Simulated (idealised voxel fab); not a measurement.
This section sets out a process module, namely voxel trench capacitor.
Square cell edge 5 nm, section width 145 nm, ID cut.
If you're reading a cross-section in this doc, picture square cells in a grid; it comes to you as bands, top ones listed first down to the bottom, and a band can be one or more rows of cells.
For a band, the entry starts with two heights in nm, that of the top and then that of the bottom, and carries on with the band's materials in order from left to right, each alongside its width in nm; the word "full width" beside a single material means it fills the band edge to edge, and "blank" means empty space.
Height datum 0, below which the as-received substrate wafer is one material. Lowest band open at the bottom, running downward: "0 nm and below".
Graded width ("30->40"): value in top row of band = first number; value in bottom row = second number; row-to-row change constant.
When a step is marked "nothing altered", none of the cells in the cross-section changed during that step.
Entry "Internal closed voids". Content: empty spaces with no open connection to the top, size 8 cells or greater. Each: width x height at distance. Distance: from left edge. Unit: nm.
Heads up: the bit after the settings on a step's line is the simulator's remark on that step.
If you see "overlay nm" on a step's line and that step has a mask, it's telling you how far right of where it was planned the mask ended up; a negative number means it went left instead.

-- The steps planned for the process are as follows
1,RECEIVE [material Si]
2,CONFORMAL_DEP [material SiN] [thk nm 10]
3,MASKED_ETCH [tone open] [mask id TRENCH] [width nm 30] [pitch nm 45] [etch materials SiN] [depth nm 10] [overlay nm 0]
4,MASKED_ETCH [tone open] [mask id TRENCH] [width nm 30] [pitch nm 45] [etch materials Si] [depth nm 40] [overlay nm 0]
5,CONFORMAL_DEP [material HfO2] [thk nm 5]
6,CONFORMAL_DEP [material TiN] [thk nm 5]
7,FILL_DEP [material W] [thk nm 10]
8,CMP [height nm 10]

-- Concerning the first of two wafers, which was run in accordance with the plan

-- Cross-section of the wafer at receipt, which is the condition after step 1
> 0 nm and below: Si full width
> Internal closed voids: none

-- Wafer after step 2 (cross-section)
> 10 nm to 0 nm: SiN full width
> All layers under 0 are left as they were.

-- Wafer after step 3 (cross-section)
> 10 nm to 0 nm: 35 SiN, 30 blank, 15 SiN, 30 blank, 35 SiN
> All layers under 0 are left as they were.

-- Wafer after step 4 (cross-section)
> 10 nm to 0 nm: 35 SiN, 30 blank, 15 SiN, 30 blank, 35 SiN
> 0 nm to -40 nm: 35 Si, 30 blank, 15 Si, 30 blank, 35 Si
> All layers under -40 are left as they were.

-- Wafer after step 5 (cross-section)
> 15 nm to 10 nm: 40 HfO2, 20 blank, 25 HfO2, 20 blank, 40 HfO2
> 10 nm to 0 nm: 35 SiN, 5 HfO2, 20 blank, 5 HfO2, 15 SiN, 5 HfO2, 20 blank, 5 HfO2, 35 SiN
> 0 nm to -35 nm: 35 Si, 5 HfO2, 20 blank, 5 HfO2, 15 Si, 5 HfO2, 20 blank, 5 HfO2, 35 Si
> -35 nm to -40 nm: 35 Si, 30 HfO2, 15 Si, 30 HfO2, 35 Si
> All layers under -40 are left as they were.

-- Wafer after step 6 (cross-section)
> 20 nm to 15 nm: 45 TiN, 10 blank, 35 TiN, 10 blank, 45 TiN
> 15 nm to 10 nm: 40 HfO2, 5 TiN, 10 blank, 5 TiN, 25 HfO2, 5 TiN, 10 blank, 5 TiN, 40 HfO2
> 10 nm to 0 nm: 35 SiN, 5 HfO2, 5 TiN, 10 blank, 5 TiN, 5 HfO2, 15 SiN, 5 HfO2, 5 TiN, 10 blank, 5 TiN, 5 HfO2, 35 SiN
> 0 nm to -30 nm: 35 Si, 5 HfO2, 5 TiN, 10 blank, 5 TiN, 5 HfO2, 15 Si, 5 HfO2, 5 TiN, 10 blank, 5 TiN, 5 HfO2, 35 Si
> -30 nm to -35 nm: 35 Si, 5 HfO2, 20 TiN, 5 HfO2, 15 Si, 5 HfO2, 20 TiN, 5 HfO2, 35 Si
> All layers under -35 are left as they were.

-- Wafer after step 7 (cross-section)
> 30 nm to 20 nm: W full width
> 20 nm to 15 nm: 45 TiN, 10 W, 35 TiN, 10 W, 45 TiN
> 15 nm to 10 nm: 40 HfO2, 5 TiN, 10 W, 5 TiN, 25 HfO2, 5 TiN, 10 W, 5 TiN, 40 HfO2
> 10 nm to 0 nm: 35 SiN, 5 HfO2, 5 TiN, 10 W, 5 TiN, 5 HfO2, 15 SiN, 5 HfO2, 5 TiN, 10 W, 5 TiN, 5 HfO2, 35 SiN
> 0 nm to -30 nm: 35 Si, 5 HfO2, 5 TiN, 10 W, 5 TiN, 5 HfO2, 15 Si, 5 HfO2, 5 TiN, 10 W, 5 TiN, 5 HfO2, 35 Si
> All layers under -30 are left as they were.

-- Wafer after step 8 (cross-section)
> 10 nm to 0 nm: 35 SiN, 5 HfO2, 5 TiN, 10 W, 5 TiN, 5 HfO2, 15 SiN, 5 HfO2, 5 TiN, 10 W, 5 TiN, 5 HfO2, 35 SiN
> All layers under 0 are left as they were.

-- second wafer: like start, like plan, one mistake. Through step 2 it matches the first wafer

-- At the planned end of step 3, the second wafer in cross-section
> 10 nm to 0 nm: 40 SiN, 20 blank, 25 SiN, 20 blank, 40 SiN
> All layers under 0 are left as they were.

-- At the planned end of step 4, the second wafer in cross-section
> 10 nm to 0 nm: 40 SiN, 20 blank, 25 SiN, 20 blank, 40 SiN
> 0 nm to -40 nm: 40 Si, 20 blank, 25 Si, 20 blank, 40 Si
> All layers under -40 are left as they were.

-- At the planned end of step 5, the second wafer in cross-section
> 15 nm to 10 nm: 45 HfO2, 10 blank, 35 HfO2, 10 blank, 45 HfO2
> 10 nm to 0 nm: 40 SiN, 5 HfO2, 10 blank, 5 HfO2, 25 SiN, 5 HfO2, 10 blank, 5 HfO2, 40 SiN
> 0 nm to -35 nm: 40 Si, 5 HfO2, 10 blank, 5 HfO2, 25 Si, 5 HfO2, 10 blank, 5 HfO2, 40 Si
> -35 nm to -40 nm: 40 Si, 20 HfO2, 25 Si, 20 HfO2, 40 Si
> All layers under -40 are left as they were.

-- At the planned end of step 6, the second wafer in cross-section
> 20 nm to 15 nm: TiN full width
> 15 nm to 10 nm: 45 HfO2, 10 TiN, 35 HfO2, 10 TiN, 45 HfO2
> 10 nm to 0 nm: 40 SiN, 5 HfO2, 10 TiN, 5 HfO2, 25 SiN, 5 HfO2, 10 TiN, 5 HfO2, 40 SiN
> 0 nm to -35 nm: 40 Si, 5 HfO2, 10 TiN, 5 HfO2, 25 Si, 5 HfO2, 10 TiN, 5 HfO2, 40 Si
> All layers under -35 are left as they were.

-- At the planned end of step 7, the second wafer in cross-section
> 30 nm to 20 nm: W full width
> All layers under 20 are left as they were.

-- At the planned end of step 8, the second wafer in cross-section
> 10 nm to 0 nm: 40 SiN, 5 HfO2, 10 TiN, 5 HfO2, 25 SiN, 5 HfO2, 10 TiN, 5 HfO2, 40 SiN
> All layers under 0 are left as they were.
What was the processing mistake? step 3 off recipe, ran as MASKED_ETCH [tone open] [mask id TRENCH] [width nm 20] [pitch nm 45] [etch materials SiN] [depth nm 10] [overlay nm 0]
Wafer comparison, final, in cells, second relative to first, materials more or fewer: HfO2: 4 fewer | Si: 32 more | SiN: 8 more | TiN: 4 fewer | W: 32 fewer
